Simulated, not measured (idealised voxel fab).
Name of the process module below: voxel capacitor over wiring
Shown is cross-section cut, with a width of 260 nm and square cells of size 5 nm.
Cross-section layout: square cells on a grid; listed as bands, top to bottom; a band spans one or more cell rows. Top height, bottom height, nm. Materials left to right, width each, nm. Single material + "edge to edge" = fills band edge to edge. "air" = empty. Beneath 0, the wafer as received is one material, and that level is where height counting begins. The lowest band goes on downward without a bottom; it is written like "from 0 down". Width: "30 to 40" (first number = top row, second number = bottom row, same change from row to row of cells). "no alteration" -> step changed no cross-section cell. "Closed void listing": empty spaces of 8 cells or more with no open way to the top, each given as width x height at distance, distance from the left edge, all in nm. Anything after a step's settings on that line? It's the simulator's own note about the step. The optional step-line setting "overlay nm" applies to steps with a mask and quantifies how far to the right of its planned location the mask lay, a negative value indicating leftward placement.

Listed below are the process steps as planned
1: RECEIVE with material Si
2: CONFORMAL_DEP with material SiO2, thk nm 10
3: DIRECTIONAL_DEP with material TiN, thk nm 5
4: DIRECTIONAL_DEP with material W, thk nm 20
5: DIRECTIONAL_DEP with material aC, thk nm 15
6: PATTERN with tone cover, mask id METAL_1, material resist, width nm 25, pitch nm 90, thk nm 35, overlay nm 0
7: DIRECTIONAL_ETCH with etch materials aC, depth nm 15
8: STRIP with etch materials resist
9: DIRECTIONAL_ETCH with etch materials W, depth nm 20
10: DIRECTIONAL_ETCH with etch materials TiN, depth nm 5
11: STRIP with etch materials aC
12: FILL_DEP with material lowk, thk nm 5
13: CMP with height nm 35
14: CONFORMAL_DEP with material SiCN, thk nm 5
15: DIRECTIONAL_DEP with material lowk, thk nm 10
16: MASKED_ETCH with tone open, mask id PLUG_1, width nm 15, etch materials lowk, depth nm 10, overlay nm 0
17: MASKED_ETCH with tone open, mask id PLUG_1, width nm 15, etch materials SiCN, depth nm 5, overlay nm 0
18: EPI with material Ru, thk nm 10
19: EPI with material Ru, thk nm 5
20: DIRECTIONAL_DEP with material TiN, thk nm 10
21: DIRECTIONAL_DEP with material Al2O3, thk nm 5
22: DIRECTIONAL_DEP with material TiN, thk nm 10
23: PATTERN with tone cover, mask id UPPER_PLATE, material resist, width nm 70, thk nm 20, overlay nm 0
24: DIRECTIONAL_ETCH with etch materials TiN, depth nm 10
25: DIRECTIONAL_ETCH with etch materials Al2O3, depth nm 5
26: STRIP with etch materials resist
27: PATTERN with tone cover, mask id LOWER_PLATE, material resist, width nm 80, thk nm 15, overlay nm 0
28: DIRECTIONAL_ETCH with etch materials TiN, depth nm 10
29: STRIP with etch materials resist
30: FILL_DEP with material SiO2, thk nm 20
31: CMP with height nm 90
32: PATTERN with tone open, mask id PLUG_2, material resist, width nm 15, thk nm 15, overlay nm 0
33: DIRECTIONAL_ETCH with etch materials SiO2, depth nm 15
34: STRIP with etch materials resist
35: CONFORMAL_DEP with material TiN, thk nm 5
36: FILL_DEP with material W, thk nm 5
37: CMP with height nm 90
38: CONFORMAL_DEP with material SiCN, thk nm 5

As received (post step 1): cross-section
    from 0 down = Si edge to edge
    Closed void listing: none

A wafer at the end: this start, this plan, one mistake
    from 95 to 90 = SiCN edge to edge
    from 90 to 85 = SiO2: 90 | TiN: 15 | SiO2: 155
    from 85 to 75 = SiO2: 80 | TiN: 25 | SiO2: 155
    from 75 to 70 = SiO2: 80 | Al2O3: 25 | TiN: 45 | SiO2: 110
    from 70 to 65 = SiO2: 75 | TiN: 75 | SiO2: 110
    from 65 to 60 = SiO2: 75 | TiN: 30 | Al2O3: 45 | SiO2: 110
    from 60 to 50 = SiO2: 70 | Ru: 35 | TiN: 50 | SiO2: 105
    from 50 to 40 = lowk: 80 | Ru: 15 | lowk: 165
    from 40 to 35 = SiCN: 80 | Ru: 15 | SiCN: 165
    from 35 to 15 = lowk: 70 | W: 25 | lowk: 65 | W: 25 | lowk: 75
    from 15 to 10 = lowk: 70 | TiN: 25 | lowk: 65 | TiN: 25 | lowk: 75
    from 10 to 0 = SiO2 edge to edge
    from 0 down = Si edge to edge
    Closed void listing: none
So what did we get wrong on this run? step 18 was run twice
